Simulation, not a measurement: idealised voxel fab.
Documented hereafter: the process module known as voxel air gaps.
cross-section cut | 240 nm wide | cells 5 nm
A cross-section is written here as square cells arranged in a grid, and it is given in bands from the top down, each band taking up one or more rows of cells. Band entry format. Leading values: height of top, height of bottom, nm. Remainder: materials in left-to-right order, each with its width in nm. Special words: "all across" on a single material, which then fills the band edge to edge; "empty", empty space. Ref level 0: as-received wafer is one material below here. Bottom band extends down with no lower bound ("0..down"). Quick explanation for "30..40": the width changes in equal steps down the rows of cells, from the first number in the band's top row to the second number in its bottom row. "no alteration", as given for a step, is the statement that not any cell of the cross-section underwent a change during that step. "Fully closed voids" specifies each empty space that is not open to the top and that occupies no fewer than 8 cells, using the form width x height at distance, the distance measured from the left edge and all three quantities in nm. after a step's settings: what the simulator itself notes on the step. "overlay nm" answers the question of how far to the right of plan the mask lay on a step that has a mask, and when it is negative the answer is to the left.
**List of planned process steps**
1 RECEIVE | material Si
2 CONFORMAL_DEP | material SiO2 | thk nm 15
3 CONFORMAL_DEP | material SiCN | thk nm 5
4 DIRECTIONAL_DEP | material SiO2 | thk nm 40
5 DIRECTIONAL_DEP | material aC | thk nm 10
6 PATTERN | tone open | mask id LINES | material resist | width nm 25 | pitch nm 50 | thk nm 30 | overlay nm 0
7 DIRECTIONAL_ETCH | etch materials aC | depth nm 10
8 STRIP | etch materials resist
9 DIRECTIONAL_ETCH | etch materials SiO2 | depth nm 40
10 STRIP | etch materials aC
11 CONFORMAL_DEP | material TiN | thk nm 5
12 FILL_DEP | material Ru | thk nm 5
13 CMP | height nm 60
14 EPI | material Ru | thk nm 10
15 SELECTIVE_ETCH | etch materials SiO2 | depth nm 50
16 CONFORMAL_DEP | material SiCN | thk nm 5
**The first of the two wafers, which ran as planned**
**The cross-section here shows the wafer as received, i.e. in its state after step 1**
- 0..down: Si all across
- Fully closed voids: none
**After step 2, in cross-section**
- 15..0: SiO2 all across
- Heights below 0 show no change.
**After step 3, in cross-section**
- 20..15: SiCN all across
- Heights below 15 show no change.
**After step 4, in cross-section**
- 60..20: SiO2 all across
- Heights below 20 show no change.
**After step 5, in cross-section**
- 70..60: aC all across
- Heights below 60 show no change.
**After step 6, in cross-section**
- 100..70: resist 55; empty 25; resist 25; empty 25; resist 25; empty 25; resist 60
- Heights below 70 show no change.
**After step 7, in cross-section**
- 90..70: resist 55; empty 25; resist 25; empty 25; resist 25; empty 25; resist 60
- 70..60: aC 55; empty 25; aC 25; empty 25; aC 25; empty 25; aC 60
- Heights below 60 show no change.
**After step 8, in cross-section**
- 70..60: aC 55; empty 25; aC 25; empty 25; aC 25; empty 25; aC 60
- Heights below 60 show no change.
**After step 9, in cross-section**
- 70..60: aC 55; empty 25; aC 25; empty 25; aC 25; empty 25; aC 60
- 60..20: SiO2 55; empty 25; SiO2 25; empty 25; SiO2 25; empty 25; SiO2 60
- Heights below 20 show no change.
**After step 10, in cross-section**
- 60..20: SiO2 55; empty 25; SiO2 25; empty 25; SiO2 25; empty 25; SiO2 60
- Heights below 20 show no change.
**After step 11, in cross-section**
- 65..60: TiN 60; empty 15; TiN 35; empty 15; TiN 35; empty 15; TiN 65
- 60..25: SiO2 55; TiN 5; empty 15; TiN 5; SiO2 25; TiN 5; empty 15; TiN 5; SiO2 25; TiN 5; empty 15; TiN 5; SiO2 60
- 25..20: SiO2 55; TiN 25; SiO2 25; TiN 25; SiO2 25; TiN 25; SiO2 60
- Heights below 20 show no change.
**After step 12, in cross-section**
- 70..65: Ru all across
- 65..60: TiN 60; Ru 15; TiN 35; Ru 15; TiN 35; Ru 15; TiN 65
- 60..25: SiO2 55; TiN 5; Ru 15; TiN 5; SiO2 25; TiN 5; Ru 15; TiN 5; SiO2 25; TiN 5; Ru 15; TiN 5; SiO2 60
- Heights below 25 show no change.
**After step 13, in cross-section**
- 60..25: SiO2 55; TiN 5; Ru 15; TiN 5; SiO2 25; TiN 5; Ru 15; TiN 5; SiO2 25; TiN 5; Ru 15; TiN 5; SiO2 60
- Heights below 25 show no change.
**After step 14, in cross-section**
- 70..60: empty 45; Ru 45; empty 5; Ru 45; empty 5; Ru 45; empty 50
- Heights below 60 show no change.
**After step 15, in cross-section**
- 70..60: empty 45; Ru 45; empty 5; Ru 45; empty 5; Ru 45; empty 50
- 60..25: empty 55; TiN 5; Ru 15; TiN 5; empty 25; TiN 5; Ru 15; TiN 5; empty 25; TiN 5; Ru 15; TiN 5; empty 60
- 25..20: empty 55; TiN 25; empty 25; TiN 25; empty 25; TiN 25; empty 60
- Heights below 20 show no change.
**After step 16, in cross-section**
- 75..70: empty 40; SiCN 155; empty 45
- 70..60: empty 40; SiCN 5; Ru 45; SiCN 5; Ru 45; SiCN 5; Ru 45; SiCN 5; empty 45
- 60..55: empty 40; SiCN 15; TiN 5; Ru 15; TiN 5; SiCN 25; TiN 5; Ru 15; TiN 5; SiCN 25; TiN 5; Ru 15; TiN 5; SiCN 15; empty 45
- 55..25: empty 50; SiCN 5; TiN 5; Ru 15; TiN 5; SiCN 5; empty 15; SiCN 5; TiN 5; Ru 15; TiN 5; SiCN 5; empty 15; SiCN 5; TiN 5; Ru 15; TiN 5; SiCN 5; empty 55
- 25..20: SiCN 55; TiN 25; SiCN 25; TiN 25; SiCN 25; TiN 25; SiCN 60
- Heights below 20 show no change.
- Fully closed voids: 15 x 30 at 85; 15 x 30 at 135
**Wafer two. Identical start, identical plan. One mistake in execution. Identical history through step 5**
**Cross-section of the second wafer corresponding to the planned conclusion of step 6**
- 100..70: resist 50; empty 25; resist 25; empty 25; resist 25; empty 25; resist 65
- Heights below 70 show no change.
**Cross-section of the second wafer corresponding to the planned conclusion of step 7**
- 90..70: resist 50; empty 25; resist 25; empty 25; resist 25; empty 25; resist 65
- 70..60: aC 50; empty 25; aC 25; empty 25; aC 25; empty 25; aC 65
- Heights below 60 show no change.
**Cross-section of the second wafer corresponding to the planned conclusion of step 8**
- 70..60: aC 50; empty 25; aC 25; empty 25; aC 25; empty 25; aC 65
- Heights below 60 show no change.
**Cross-section of the second wafer corresponding to the planned conclusion of step 9**
- 70..60: aC 50; empty 25; aC 25; empty 25; aC 25; empty 25; aC 65
- 60..20: SiO2 50; empty 25; SiO2 25; empty 25; SiO2 25; empty 25; SiO2 65
- Heights below 20 show no change.
**Cross-section of the second wafer corresponding to the planned conclusion of step 10**
- 60..20: SiO2 50; empty 25; SiO2 25; empty 25; SiO2 25; empty 25; SiO2 65
- Heights below 20 show no change.
**Cross-section of the second wafer corresponding to the planned conclusion of step 11**
- 65..60: TiN 55; empty 15; TiN 35; empty 15; TiN 35; empty 15; TiN 70
- 60..25: SiO2 50; TiN 5; empty 15; TiN 5; SiO2 25; TiN 5; empty 15; TiN 5; SiO2 25; TiN 5; empty 15; TiN 5; SiO2 65
- 25..20: SiO2 50; TiN 25; SiO2 25; TiN 25; SiO2 25; TiN 25; SiO2 65
- Heights below 20 show no change.
**Cross-section of the second wafer corresponding to the planned conclusion of step 12**
- 70..65: Ru all across
- 65..60: TiN 55; Ru 15; TiN 35; Ru 15; TiN 35; Ru 15; TiN 70
- 60..25: SiO2 50; TiN 5; Ru 15; TiN 5; SiO2 25; TiN 5; Ru 15; TiN 5; SiO2 25; TiN 5; Ru 15; TiN 5; SiO2 65
- Heights below 25 show no change.
**Cross-section of the second wafer corresponding to the planned conclusion of step 13**
- 60..25: SiO2 50; TiN 5; Ru 15; TiN 5; SiO2 25; TiN 5; Ru 15; TiN 5; SiO2 25; TiN 5; Ru 15; TiN 5; SiO2 65
- Heights below 25 show no change.
**Cross-section of the second wafer corresponding to the planned conclusion of step 14**
- 70..60: empty 40; Ru 45; empty 5; Ru 45; empty 5; Ru 45; empty 55
- Heights below 60 show no change.
**Cross-section of the second wafer corresponding to the planned conclusion of step 15**
- 70..60: empty 40; Ru 45; empty 5; Ru 45; empty 5; Ru 45; empty 55
- 60..25: empty 50; TiN 5; Ru 15; TiN 5; empty 25; TiN 5; Ru 15; TiN 5; empty 25; TiN 5; Ru 15; TiN 5; empty 65
- 25..20: empty 50; TiN 25; empty 25; TiN 25; empty 25; TiN 25; empty 65
- Heights below 20 show no change.
**Cross-section of the second wafer corresponding to the planned conclusion of step 16**
- 75..70: empty 35; SiCN 155; empty 50
- 70..60: empty 35; SiCN 5; Ru 45; SiCN 5; Ru 45; SiCN 5; Ru 45; SiCN 5; empty 50
- 60..55: empty 35; SiCN 15; TiN 5; Ru 15; TiN 5; SiCN 25; TiN 5; Ru 15; TiN 5; SiCN 25; TiN 5; Ru 15; TiN 5; SiCN 15; empty 50
- 55..25: empty 45; SiCN 5; TiN 5; Ru 15; TiN 5; SiCN 5; empty 15; SiCN 5; TiN 5; Ru 15; TiN 5; SiCN 5; empty 15; SiCN 5; TiN 5; Ru 15; TiN 5; SiCN 5; empty 60
- 25..20: SiCN 50; TiN 25; SiCN 25; TiN 25; SiCN 25; TiN 25; SiCN 65
- Heights below 20 show no change.
- Fully closed voids: 15 x 30 at 80; 15 x 30 at 130
Deviation from plan: step 6 was not run as planned; what actually ran was PATTERN | tone open | mask id LINES | material resist | width nm 25 | pitch nm 50 | thk nm 30 | overlay nm -5
At the end, the second wafer has the same number of cells of each material as the first, but those cells sit in other places.
